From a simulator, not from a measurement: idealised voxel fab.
process module | voxel double patterning
cross-section cut | 265 nm wide | cells 5 nm
A cross-section is a grid of square cells, given in bands from the top down. A band is one or more rows of cells.
Each band's line starts with the height of the band's top and of its bottom, in nm. Then come its materials from left to right, each with its width in nm. One material with "throughout" fills the band from edge to edge. "air" is empty space.
Height 0 is the level under which the wafer as received is all one material. The lowest band goes on downwards, as in "0 down".
A width such as "30 to 40" changes by the same amount from each row of cells to the next, from the band's top row to its bottom row.
"no change" after a step means that no cell of the cross-section changed.
closed voids: empty space of 8 cells or more with no open way to the top, each as width x height at its distance from the left edge, in nm
after a step's settings: what the simulator itself notes on the step
overlay nm, on a step with a mask: how far to the right of its planned place the mask lay; to the left if negative
plan
1 op RECEIVE | material Si
2 op CONFORMAL_DEP | material SiO2 | thk nm 5
3 op DIRECTIONAL_DEP | material W | thk nm 15
4 op DIRECTIONAL_DEP | material SiCN | thk nm 10
5 op PATTERN | tone open | mask id FIRST | material resist | width nm 15 | pitch nm 50 | thk nm 20 | overlay nm 0
6 op DIRECTIONAL_ETCH | etch materials SiCN | depth nm 10
7 op STRIP | etch materials resist
8 op MASKED_ETCH | tone open | mask id SECOND | width nm 15 | pitch nm 50 | etch materials SiCN | depth nm 10 | overlay nm 0
9 op DIRECTIONAL_ETCH | etch materials W | depth nm 15
10 op STRIP | etch materials SiCN
as received, after step 1
  0 down: Si throughout
  closed voids: none
a wafer at the end: this start, this plan, one mistake
  20 to 15: SiO2 throughout
  15 to 0: W throughout
  0 down: Si throughout
  closed voids: none
what went wrong: steps 2 and 3 were swapped
